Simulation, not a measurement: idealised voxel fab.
You're looking at the process module voxel self aligned vias.
The figure presents cross-section cut, which has a width of 190 nm and is divided into square cells with an edge length of 5 nm.
Heads up, the way a cross-section reads in here is a grid of square cells, handed over as bands from the top down, with every band being one or more rows of cells. Band: top and bottom heights (nm) first, top before bottom; then materials from left to right, widths in nm. "everywhere" marks a sole material filling the band edge to edge. "empty" denotes empty space. We count height from 0. Below that, the starting wafer is all one material. The lowest band never ends at the bottom but goes on down; see "0..down" for how that is written. Width: "30..40" (first number = top row, second number = bottom row, same change from row to row of cells). The cross-section has no changed cell in any step marked "identical to before". Entry "Non-vented voids". Content: empty spaces with no open connection to the top, size 8 cells or greater. Each: width x height at distance. Distance: from left edge. Unit: nm. On each step's line, the part that comes after the settings is the simulator's own comment on the step. The setting "overlay nm" may be written on the line of a step. When the step uses a mask, the value reports how far to the right of the planned place the mask lay, and a negative value reports that it lay to the left.
[The planned process steps are enumerated hereunder]
1. op RECEIVE | material Si
2. op CONFORMAL_DEP | material SiO2 | thk nm 10
3. op CONFORMAL_DEP | material SiCN | thk nm 5
4. op DIRECTIONAL_DEP | material lowk | thk nm 20
5. op PATTERN | tone open | mask id LINES | material resist | width nm 20 | pitch nm 55 | thk nm 20 | overlay nm 0
6. op DIRECTIONAL_ETCH | etch materials lowk | depth nm 20
7. op STRIP | etch materials resist
8. op CONFORMAL_DEP | material TiN | thk nm 5
9. op FILL_DEP | material W | thk nm 10
10. op CMP | height nm 35
11. op SELECTIVE_ETCH | etch materials W Ru TiN | depth nm 10
12. op FILL_DEP | material SiN | thk nm 10
13. op CMP | height nm 35
14. op DIRECTIONAL_DEP | material lowk | thk nm 15
15. op DIRECTIONAL_DEP | material aC | thk nm 15
16. op PATTERN | tone open | mask id VIAS | material resist | width nm 30 | pitch nm 55 | thk nm 30 | overlay nm 0
17. op DIRECTIONAL_ETCH | etch materials aC | depth nm 15
18. op STRIP | etch materials resist
19. op DIRECTIONAL_ETCH | etch materials lowk | depth nm 15
20. op DIRECTIONAL_ETCH | etch materials SiN | depth nm 10
21. op STRIP | etch materials aC
22. op CONFORMAL_DEP | material TiN | thk nm 5
23. op FILL_DEP | material W | thk nm 10
24. op CMP | height nm 50
25. op CONFORMAL_DEP | material SiCN | thk nm 5
[Here's what the wafer looked like in cross-section when it arrived - that's after step 1]
0..down | Si everywhere
Non-vented voids: none
[Sectioned view, first of two wafers, at the close of the module, processed as intended in the plan]
55..50 | SiCN everywhere
50..40 | lowk: 25; TiN: 5; W: 20; TiN: 5; lowk: 25; TiN: 5; W: 20; TiN: 5; lowk: 25; TiN: 5; W: 20; TiN: 5; lowk: 25
40..30 | lowk: 25..30; TiN: 10..5; W: 10; TiN: 10..5; lowk: 25..35; TiN: 10..5; W: 10; TiN: 10..5; lowk: 25..35; TiN: 10..5; W: 10; TiN: 10..5; lowk: 25..30
30..25 | lowk: 30; TiN: 20; lowk: 35; TiN: 20; lowk: 35; TiN: 20; lowk: 30
25..20 | lowk: 30; TiN: 5; W: 10; TiN: 5; lowk: 35; TiN: 5; W: 10; TiN: 5; lowk: 35; TiN: 5; W: 10; TiN: 5; lowk: 30
20..15 | lowk: 30; TiN: 20; lowk: 35; TiN: 20; lowk: 35; TiN: 20; lowk: 30
15..10 | SiCN everywhere
10..0 | SiO2 everywhere
0..down | Si everywhere
Non-vented voids: none
[The second wafer, shown in cross-section after the module: started the same way as the first and given the same plan, yet one mistake crept into how it was run]
55..50 | SiCN everywhere
50..40 | lowk: 25; TiN: 5; W: 20; TiN: 5; lowk: 25; TiN: 5; W: 20; TiN: 5; lowk: 25; TiN: 5; W: 20; TiN: 5; lowk: 25
40..35 | lowk: 25; TiN: 30; lowk: 25; TiN: 30; lowk: 25; TiN: 30; lowk: 25
35..30 | SiCN everywhere
30..10 | lowk everywhere
10..0 | SiO2 everywhere
0..down | Si everywhere
Non-vented voids: none
Where did the run depart from the plan? steps 3 and 4 of the plan were run in the wrong order, each in the other's place
Bottom line after processing is that, in cells, the second wafer is up or down on some materials versus the first: -30 TiN | -18 W | +48 lowk
